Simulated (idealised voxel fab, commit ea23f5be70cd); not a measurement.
The following process module bears the name voxel ribs on slabs.
In the cross-section labelled cut, the width is 285 nm and each square cell is 5 nm.
Reading order for cross-sections: top band down to bottom band. Underlying form: a grid of square cells. Band size: one or more rows of cells.
First you get the band's top height and its bottom height, in nm, and then the materials it's made of, left to right, with each width in nm. If you see a single material with "full width", that one covers the band edge to edge. "air" is empty space.
Ref level 0: as-received wafer is one material below here. Bottom band extends down with no lower bound ("0 down").
The expression "30 to 40" gives the width at the extremes of the band, the first number at its top row of cells and the second at its bottom row, with the width changing by equal amounts from each row to the next in between.
Where the words "no modification" appear for a step, the cross-section shows no cell changed by that step; every cell remained as before.
Closed-off voids of 8+ cells (no open route to the top) go in "Closed cavity list", written width x height at distance from the left edge, in nm.
Where a step's line continues beyond its settings, the continuation is a remark by the simulator itself on that step.
If you see "overlay nm" on a step's line and that step has a mask, it's telling you how far right of where it was planned the mask ended up; a negative number means it went left instead.
### These are the steps we planned for the process
1 op RECEIVE | material Si
2 op DIRECTIONAL_DEP | material SiO2 | thk nm 25
3 op DIRECTIONAL_DEP | material polySi | thk nm 25
4 op PATTERN | tone cover | mask id RIB | material resist | width nm 30 | thk nm 20 | overlay nm 0
5 op DIRECTIONAL_ETCH | etch materials polySi | depth nm 5
6 op STRIP | etch materials resist
7 op PATTERN | tone cover | mask id SLAB | material resist | width nm 90 | thk nm 15 | overlay nm 0
8 op DIRECTIONAL_ETCH | etch materials polySi | depth nm 20
9 op STRIP | etch materials resist
10 op FILL_DEP | material SiO2 | thk nm 20
11 op CMP | height nm 65
12 op DIRECTIONAL_DEP | material W | thk nm 10
13 op MASKED_ETCH | tone cover | mask id HEATER | width nm 40 | etch materials W | depth nm 10 | overlay nm 0
14 op CONFORMAL_DEP | material SiO2 | thk nm 10
### Cross-section: wafer on arrival = after step 1
0 down = Si full width
Closed cavity list: none
### Cross-sectional image of the first of two wafers at the end of the module, the run having proceeded as planned
85 to 75 = air: 110, SiO2: 60, air: 115
75 to 65 = SiO2: 120, W: 40, SiO2: 125
65 to 50 = SiO2 full width
50 to 45 = SiO2: 125, polySi: 30, SiO2: 130
45 to 25 = SiO2: 95, polySi: 90, SiO2: 100
25 to 0 = SiO2 full width
0 down = Si full width
Closed cavity list: none
### Same start, same plan as the first wafer - but one mistake in the run. Cross-section of the second of the two at the end of the module
85 to 75 = air: 110, SiO2: 60, air: 115
75 to 65 = SiO2: 120, W: 40, SiO2: 125
65 to 50 = SiO2 full width
50 to 45 = SiO2: 130, polySi: 20, SiO2: 135
45 to 25 = SiO2: 95, polySi: 90, SiO2: 100
25 to 0 = SiO2 full width
0 down = Si full width
Closed cavity list: none
Here's what went sideways: step 4 went in with a setting other than planned; the actual run was op PATTERN | tone cover | mask id RIB | material resist | width nm 20 | thk nm 20 | overlay nm 0
Cell-count delta at end, second wafer over first, by material: SiO2 +2; polySi -2
